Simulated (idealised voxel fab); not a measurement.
Process module name: voxel transistor to metal
We display cut, a cross-section 275 nm in width whose square cells are each 5 nm.
A cross-section is written here as square cells arranged in a grid, and it is given in bands from the top down, each band taking up one or more rows of cells.
It is stipulated that each band's entry specify, in nanometres, the height of the top of the band and then that of its bottom, followed by the materials of the band in left-to-right sequence, each together with its width in nanometres. A single material marked by the word "throughout" is understood to fill the band from edge to edge; the word "empty" is understood to denote empty space.
Height datum 0, below which the as-received substrate wafer is one material. Lowest band open at the bottom, running downward: "0 -> down".
A width given as "30..40" starts at the first number in the band's top row and ends at the second number in its bottom row, shifting by an equal amount at every step from row to row.
It should be understood that the words "nothing changed", when stated for a given step, signify that the cross-section underwent no change in any of its cells during that step.
"Closed void roster": empty spaces of 8 cells or more with no open way to the top, each given as width x height at distance, distance from the left edge, all in nm.
It should be noted that, on the line of a given step, the content following the step's settings is a remark produced by the simulator itself with respect to that step.
The line of a step may include "overlay nm". On a step with a mask, this value is how far to the right of its planned place the mask lay. A negative value means the mask lay to the left.
## The process steps that were planned are listed below
step 1: op RECEIVE | material Si
step 2: op CONFORMAL_DEP | material SiO2 | thk nm 5
step 3: op CONFORMAL_DEP | material SiN | thk nm 15
step 4: op DIRECTIONAL_DEP | material aC | thk nm 10
step 5: op PATTERN | tone cover | mask id ACTIVE | material resist | width nm 95 | pitch nm 120 | thk nm 25 | overlay nm 0
step 6: op DIRECTIONAL_ETCH | etch materials aC | depth nm 10
step 7: op STRIP | etch materials resist
step 8: op DIRECTIONAL_ETCH | etch materials SiN | depth nm 15
step 9: op DIRECTIONAL_ETCH | etch materials SiO2 | depth nm 5
step 10: op DIRECTIONAL_ETCH | etch materials Si | depth nm 25
step 11: op STRIP | etch materials aC
step 12: op OXIDIZE | depth nm 5
step 13: op FILL_DEP | material SiO2 | thk nm 15
step 14: op CMP | height nm 20
step 15: op SELECTIVE_ETCH | etch materials SiO2 | depth nm 10
step 16: op STRIP | etch materials SiN
step 17: op SELECTIVE_ETCH | etch materials SiO2 | depth nm 5
step 18: op OXIDIZE | depth nm 5
step 19: op DIRECTIONAL_DEP | material polySi | thk nm 30
step 20: op DIRECTIONAL_DEP | material SiCN | thk nm 15
step 21: op DIRECTIONAL_DEP | material aC | thk nm 15
step 22: op PATTERN | tone cover | mask id GATE | material resist | width nm 25 | pitch nm 120 | thk nm 30 | overlay nm 0
step 23: op DIRECTIONAL_ETCH | etch materials aC | depth nm 15
step 24: op STRIP | etch materials resist
step 25: op DIRECTIONAL_ETCH | etch materials SiCN | depth nm 25
step 26: op DIRECTIONAL_ETCH | etch materials polySi | depth nm 40
step 27: op STRIP | etch materials aC
step 28: op CONFORMAL_DEP | material SiO2 | thk nm 5
step 29: op DIRECTIONAL_ETCH | etch materials SiO2 | depth nm 5
step 30: op CONFORMAL_DEP | material SiN | thk nm 5
step 31: op DIRECTIONAL_ETCH | etch materials SiN | depth nm 5
step 32: op DIRECTIONAL_ETCH | etch materials SiO2 | depth nm 5
step 33: op EPI | material pSi | thk nm 5
step 34: op FILL_DEP | material SiO2 | thk nm 5
step 35: op CMP | height nm 30
step 36: op STRIP | etch materials polySi
step 37: op SELECTIVE_ETCH | etch materials SiO2 | depth nm 5
step 38: op CONFORMAL_DEP | material HfO2 | thk nm 5
step 39: op CONFORMAL_DEP | material TiN | thk nm 5
step 40: op FILL_DEP | material W | thk nm 10
step 41: op CMP | height nm 25
step 42: op DIRECTIONAL_DEP | material SiO2 | thk nm 15
step 43: op DIRECTIONAL_DEP | material aC | thk nm 15
step 44: op PATTERN | tone open | mask id CONTACT | material resist | width nm 15 | thk nm 30 | overlay nm 0
step 45: op DIRECTIONAL_ETCH | etch materials aC | depth nm 15
step 46: op STRIP | etch materials resist
step 47: op DIRECTIONAL_ETCH | etch materials SiO2 | depth nm 40
step 48: op STRIP | etch materials aC
step 49: op CONFORMAL_DEP | material TiN | thk nm 5
step 50: op FILL_DEP | material W | thk nm 5
step 51: op CMP | height nm 40
step 52: op CONFORMAL_DEP | material SiN | thk nm 5
step 53: op DIRECTIONAL_DEP | material SiO2 | thk nm 20
step 54: op PATTERN | tone open | mask id METAL_1 | material resist | width nm 15 | thk nm 15 | overlay nm 0
step 55: op DIRECTIONAL_ETCH | etch materials SiO2 | depth nm 20
step 56: op DIRECTIONAL_ETCH | etch materials SiN | depth nm 5
step 57: op STRIP | etch materials resist
step 58: op CONFORMAL_DEP | material TiN | thk nm 5
step 59: op FILL_DEP | material Cu | thk nm 5
step 60: op CMP | height nm 65
step 61: op CONFORMAL_DEP | material SiCN | thk nm 5
step 62: op DIRECTIONAL_DEP | material lowk | thk nm 30
step 63: op MASKED_ETCH | tone open | mask id METAL_2 | width nm 15 | pitch nm 120 | etch materials lowk | depth nm 20 | overlay nm 0
step 64: op PATTERN | tone open | mask id METAL_2_HOLES | material resist | width nm 15 | pitch nm 120 | thk nm 20 | overlay nm 0
step 65: op DIRECTIONAL_ETCH | etch materials lowk | depth nm 10
step 66: op DIRECTIONAL_ETCH | etch materials SiCN | depth nm 5
step 67: op STRIP | etch materials resist
step 68: op CONFORMAL_DEP | material TiN | thk nm 5
step 69: op FILL_DEP | material Cu | thk nm 10
step 70: op CMP | height nm 100
step 71: op CONFORMAL_DEP | material SiN | thk nm 5
## Cross-section of the incoming wafer, state after step 1
	0 -> down | Si throughout
	Closed void roster: none
## End-of-module XS, first of two wafers, run as planned
	105 -> 100 | SiN throughout
	100 -> 70 | lowk (35) / TiN (5) / Cu (5) / TiN (5) / lowk (105) / TiN (5) / Cu (5) / TiN (5) / lowk (105)
	70 -> 65 | SiCN (35) / TiN (15) / SiCN (105) / TiN (15) / SiCN (105)
	65 -> 45 | SiO2 (35) / TiN (5) / Cu (5) / TiN (5) / SiO2 (55) / TiN (5) / Cu (5) / TiN (5) / SiO2 (35) / TiN (5) / Cu (5) / TiN (5) / SiO2 (55) / TiN (5) / Cu (5) / TiN (5) / SiO2 (35)
	45 -> 40 | SiN (35) / TiN (15) / SiN (55) / TiN (15) / SiN (35) / TiN (15) / SiN (55) / TiN (15) / SiN (35)
	40 -> 25 | SiO2 (35) / TiN (5) / W (5) / TiN (5) / SiO2 (55) / TiN (5) / W (5) / TiN (5) / SiO2 (35) / TiN (5) / W (5) / TiN (5) / SiO2 (55) / TiN (5) / W (5) / TiN (5) / SiO2 (35)
	25 -> 5 | SiO2 (35) / TiN (5) / W (5) / TiN (5) / SiO2 (5) / SiN (5) / HfO2 (5) / TiN (5) / W (15) / TiN (5) / HfO2 (5) / SiN (5) / SiO2 (5) / TiN (5) / W (5) / TiN (5) / SiO2 (35) / TiN (5) / W (5) / TiN (5) / SiO2 (5) / SiN (5) / HfO2 (5) / TiN (5) / W (15) / TiN (5) / HfO2 (5) / SiN (5) / SiO2 (5) / TiN (5) / W (5) / TiN (5) / SiO2 (35)
	5 -> 0 | SiO2 (30) / SiN (5) / TiN (15) / SiO2 (5) / SiN (5) / HfO2 (5) / TiN (25) / HfO2 (5) / SiN (5) / SiO2 (5) / TiN (15) / SiN (5) / SiO2 (25) / SiN (5) / TiN (15) / SiO2 (5) / SiN (5) / HfO2 (5) / TiN (25) / HfO2 (5) / SiN (5) / SiO2 (5) / TiN (15) / SiN (5) / SiO2 (30)
	0 -> -5 | SiO2 (35) / pSi (20) / SiO2 (5) / HfO2 (35) / SiO2 (5) / pSi (20) / SiO2 (35) / pSi (20) / SiO2 (5) / HfO2 (35) / SiO2 (5) / pSi (20) / SiO2 (35)
	-5 -> -30 | SiO2 (35) / Si (85) / SiO2 (35) / Si (85) / SiO2 (35)
	-30 -> down | Si throughout
	Closed void roster: none
## So this is wafer number two of the two, cut at the end of the module - it started where the first did and had the same plan, we just got one thing wrong running it
	105 -> 100 | SiN throughout
	100 -> 70 | lowk (35) / TiN (5) / Cu (5) / TiN (5) / lowk (105) / TiN (5) / Cu (5) / TiN (5) / lowk (105)
	70 -> 65 | SiCN (35) / TiN (15) / SiCN (105) / TiN (15) / SiCN (105)
	65 -> 45 | SiO2 (35) / TiN (5) / Cu (5) / TiN (5) / SiO2 (55) / TiN (5) / Cu (5) / TiN (5) / SiO2 (35) / TiN (5) / Cu (5) / TiN (5) / SiO2 (55) / TiN (5) / Cu (5) / TiN (5) / SiO2 (35)
	45 -> 40 | SiN (35) / TiN (15) / SiN (55) / TiN (15) / SiN (35) / TiN (15) / SiN (55) / TiN (15) / SiN (35)
	40 -> 25 | SiO2 (35) / TiN (5) / W (5) / TiN (5) / SiO2 (55) / TiN (5) / W (5) / TiN (5) / SiO2 (35) / TiN (5) / W (5) / TiN (5) / SiO2 (55) / TiN (5) / W (5) / TiN (5) / SiO2 (35)
	25 -> 5 | SiO2 (35) / TiN (5) / W (5) / TiN (5) / SiO2 (5) / SiN (5) / TiN (5) / W (25) / TiN (5) / SiN (5) / SiO2 (5) / TiN (5) / W (5) / TiN (5) / SiO2 (35) / TiN (5) / W (5) / TiN (5) / SiO2 (5) / SiN (5) / TiN (5) / W (25) / TiN (5) / SiN (5) / SiO2 (5) / TiN (5) / W (5) / TiN (5) / SiO2 (35)
	5 -> 0 | SiO2 (30) / SiN (5) / TiN (15) / SiO2 (5) / SiN (5) / TiN (5) / W (25) / TiN (5) / SiN (5) / SiO2 (5) / TiN (15) / SiN (5) / SiO2 (25) / SiN (5) / TiN (15) / SiO2 (5) / SiN (5) / TiN (5) / W (25) / TiN (5) / SiN (5) / SiO2 (5) / TiN (15) / SiN (5) / SiO2 (30)
	0 -> -5 | SiO2 (35) / pSi (20) / SiO2 (5) / TiN (35) / SiO2 (5) / pSi (20) / SiO2 (35) / pSi (20) / SiO2 (5) / TiN (35) / SiO2 (5) / pSi (20) / SiO2 (35)
	-5 -> -30 | SiO2 (35) / Si (85) / SiO2 (35) / Si (85) / SiO2 (35)
	-30 -> down | Si throughout
	Closed void roster: none
It is concluded that the wafer was processed incorrectly with respect to the plan, in that step 38 of the plan was bypassed and not carried out
At the finish, the second wafer shows more or fewer cells for some materials than the first does: HfO2 -34; TiN +8; W +26
